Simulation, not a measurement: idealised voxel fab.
Module name: voxel self aligned contacts (process module)
Square cells of 5 nm make up the cross-section cut, whose width is 180 nm.
Square cells in a grid make up a cross-section in this document, and the grid is given as bands, listed from the top down, each one or more rows of cells.
For a band, the entry starts with two heights in nm, that of the top and then that of the bottom, and carries on with the band's materials in order from left to right, each alongside its width in nm; the word "throughout" beside a single material means it fills the band edge to edge, and "air" means empty space.
The level at which height equals 0 is the one under which the wafer, as it arrives, is entirely one material. No lower edge exists for the bottom band, which continues downward and is notated as in "0..down".
The notation "30->40" denotes a width that varies across the rows of cells in the band, beginning at the first number in the top row, finishing at the second number in the bottom row, and changing by an identical amount from each row to the next.
The designation "no alteration", where it is given for a processing step, indicates that no cell of the cross-section was altered in the course of that step.
"Unvented internal voids": empty spaces of 8 cells or more with no open way to the top, each given as width x height at distance, distance from the left edge, all in nm.
Anything after a step's settings on that line? It's the simulator's own note about the step.
A step's line can hold "overlay nm"; with a mask on that step, the setting says how far right of the planned place the mask lay, while a negative setting says it lay to the left.
The steps planned for the process are as follows
1,RECEIVE: material Si
2,CONFORMAL_DEP: material SiO2, thk nm 5
3,DIRECTIONAL_DEP: material polySi, thk nm 20
4,DIRECTIONAL_DEP: material SiN, thk nm 15
5,PATTERN: tone cover, mask id GATE, material resist, width nm 30, pitch nm 60, thk nm 20, overlay nm 0
6,DIRECTIONAL_ETCH: etch materials SiN, depth nm 15
7,DIRECTIONAL_ETCH: etch materials polySi, depth nm 20
8,STRIP: etch materials resist
9,CONFORMAL_DEP: material SiN, thk nm 5
10,DIRECTIONAL_ETCH: etch materials SiN, depth nm 5
11,FILL_DEP: material SiO2, thk nm 15
12,CMP: height nm 50
13,PATTERN: tone open, mask id CONTACT, material resist, width nm 40, thk nm 15, overlay nm 0
14,DIRECTIONAL_ETCH: etch materials SiO2, depth nm 50
15,STRIP: etch materials resist
16,CONFORMAL_DEP: material TiN, thk nm 5
17,FILL_DEP: material Ru, thk nm 10
18,CMP: height nm 50
19,CONFORMAL_DEP: material SiN, thk nm 5
So this is the incoming wafer in cross-section - it's already been through step 1
- 0..down: Si throughout
- Unvented internal voids: none
Wafer cross-section at module end: first of two, run to plan
- 55..50: SiN throughout
- 50..40: 70 nm SiO2, then 5->15 nm TiN, then 30->10 nm Ru, then 5->15 nm TiN, then 70 nm SiO2
- 40..25: 40 nm SiO2, then 40 nm SiN, then 5 nm TiN, then 10 nm Ru, then 5 nm TiN, then 40 nm SiN, then 40 nm SiO2
- 25..5: 40 nm SiO2, then 5 nm SiN, then 30 nm polySi, then 5 nm SiN, then 5 nm TiN, then 10 nm Ru, then 5 nm TiN, then 5 nm SiN, then 30 nm polySi, then 5 nm SiN, then 40 nm SiO2
- 5..0: 80 nm SiO2, then 20 nm TiN, then 80 nm SiO2
- 0..down: Si throughout
- Unvented internal voids: none
Module end: cross-section of wafer two of two. Same start and process plan as the first wafer. One mistake during execution
- 55..50: SiN throughout
- 50..40: 70 nm SiO2, then 5->15 nm TiN, then 30->10 nm Ru, then 5->15 nm TiN, then 70 nm SiO2
- 40..25: 40 nm SiO2, then 5 nm SiN, then 30 nm polySi, then 5 nm SiN, then 5 nm TiN, then 10 nm Ru, then 5 nm TiN, then 5 nm SiN, then 30 nm polySi, then 5 nm SiN, then 40 nm SiO2
- 25..20: 40 nm SiO2, then 5 nm SiN, then 30 nm polySi, then 5 nm SiN, then 20 nm TiN, then 5 nm SiN, then 30 nm polySi, then 5 nm SiN, then 40 nm SiO2
- 20..5: SiN throughout
- 5..0: SiO2 throughout
- 0..down: Si throughout
- Unvented internal voids: none
Nonconformance to the process plan: step 3 ran in the slot meant for step 4, and vice versa
The closing comparison, in cells, has the second wafer with more or fewer of some materials than the first: Ru: 8 fewer; SiN: 60 more; SiO2: 44 fewer; TiN: 8 fewer
